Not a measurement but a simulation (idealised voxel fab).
This section sets out a process module, namely voxel capacitor over wiring.
The figure presents cross-section cut, which has a width of 240 nm and is divided into square cells with an edge length of 5 nm.
Cross-section, as written here: a square-cell grid given band by band from the top down, where a band holds one or more rows of cells.
Band: top height; bottom height; in nm. Then, left to right: material with width in nm, for each material. "all across": a single material spanning edge to edge. "air": empty space.
It should be noted that heights are counted from 0, beneath which the wafer as supplied is of one material throughout, and that the lowest band possesses no lower boundary but continues downward, as written in "0 nm and below".
Per-row width for "30->40": begins at first number (top row of band), ends at second number (bottom row), increment between rows held constant.
The designation "no modification", where it is given for a processing step, indicates that no cell of the cross-section was altered in the course of that step.
"Enclosed cavities" means: voids of 8 cells or more that are shut off from the top with no open way through. Written width x height at distance, distance from the left edge, in nm.
after a step's settings: what the simulator itself notes on the step
You can add "overlay nm" to a step's line. For a step with a mask, it describes how far the mask lay to the right of its planned position, and a negative number describes a lay to the left.

### Planned process steps
1) RECEIVE,material Si
2) CONFORMAL_DEP,material SiO2,thk nm 10
3) DIRECTIONAL_DEP,material TiN,thk nm 5
4) DIRECTIONAL_DEP,material W,thk nm 15
5) DIRECTIONAL_DEP,material aC,thk nm 15
6) PATTERN,tone cover,mask id METAL_1,material resist,width nm 20,pitch nm 70,thk nm 35,overlay nm -15
7) DIRECTIONAL_ETCH,etch materials aC,depth nm 15
8) STRIP,etch materials resist
9) DIRECTIONAL_ETCH,etch materials W,depth nm 15
10) DIRECTIONAL_ETCH,etch materials TiN,depth nm 5
11) STRIP,etch materials aC
12) FILL_DEP,material lowk,thk nm 5
13) CMP,height nm 30
14) CONFORMAL_DEP,material SiCN,thk nm 5
15) DIRECTIONAL_DEP,material lowk,thk nm 10
16) DIRECTIONAL_DEP,material aC,thk nm 10
17) PATTERN,tone open,mask id PLUG_1,material resist,width nm 15,thk nm 30,overlay nm 0
18) DIRECTIONAL_ETCH,etch materials aC,depth nm 10
19) STRIP,etch materials resist
20) DIRECTIONAL_ETCH,etch materials lowk,depth nm 10
21) DIRECTIONAL_ETCH,etch materials SiCN,depth nm 5
22) STRIP,etch materials aC
23) CONFORMAL_DEP,material TiN,thk nm 5
24) FILL_DEP,material W,thk nm 10
25) CMP,height nm 45
26) DIRECTIONAL_DEP,material TiN,thk nm 5
27) DIRECTIONAL_DEP,material SiN,thk nm 5
28) DIRECTIONAL_DEP,material TiN,thk nm 10
29) DIRECTIONAL_DEP,material aC,thk nm 15
30) PATTERN,tone cover,mask id UPPER_PLATE,material resist,width nm 55,thk nm 35,overlay nm 0
31) DIRECTIONAL_ETCH,etch materials aC,depth nm 15
32) STRIP,etch materials resist
33) DIRECTIONAL_ETCH,etch materials TiN,depth nm 10
34) DIRECTIONAL_ETCH,etch materials SiN,depth nm 5
35) STRIP,etch materials aC
36) PATTERN,tone cover,mask id LOWER_PLATE,material resist,width nm 65,thk nm 15,overlay nm 0
37) DIRECTIONAL_ETCH,etch materials TiN,depth nm 5
38) STRIP,etch materials resist
39) FILL_DEP,material SiO2,thk nm 15
40) CMP,height nm 75
41) PATTERN,tone open,mask id PLUG_2,material resist,width nm 15,thk nm 20,overlay nm 0
42) DIRECTIONAL_ETCH,etch materials SiO2,depth nm 10
43) STRIP,etch materials resist
44) CONFORMAL_DEP,material TiN,thk nm 5
45) FILL_DEP,material Ru,thk nm 5
46) CMP,height nm 75
47) CONFORMAL_DEP,material SiCN,thk nm 5
Split variable: overlay nm, step 6. Plan value = first wafer. Wafers start alike.

### Incoming state of the first of several wafers in cross-section: after step 1
0 nm and below: Si all across
Enclosed cavities: none

### For your reference, the table is organized with a row per wafer; each row reflects the wafer at the end of the module, indicating for each material the cells gained (+) or lost (-) since receipt, and thereafter its closed voids
overlay nm -15 | +1 Ru | +93 SiCN | +11 SiN | +332 SiO2 | +55 TiN | +26 W | +250 lowk | Enclosed cavities: none
overlay nm -10 | +1 Ru | +93 SiCN | +11 SiN | +332 SiO2 | +55 TiN | +26 W | +250 lowk | Enclosed cavities: none
overlay nm -5 | +1 Ru | +93 SiCN | +11 SiN | +332 SiO2 | +55 TiN | +26 W | +250 lowk | Enclosed cavities: none
overlay nm 0 | +1 Ru | +93 SiCN | +11 SiN | +332 SiO2 | +55 TiN | +26 W | +250 lowk | Enclosed cavities: none
overlay nm 5 | +1 Ru | +93 SiCN | +11 SiN | +332 SiO2 | +55 TiN | +26 W | +250 lowk | Enclosed cavities: none
overlay nm 10 | +1 Ru | +93 SiCN | +11 SiN | +332 SiO2 | +55 TiN | +26 W | +250 lowk | Enclosed cavities: none
overlay nm 15 | +1 Ru | +93 SiCN | +11 SiN | +332 SiO2 | +55 TiN | +26 W | +250 lowk | Enclosed cavities: none
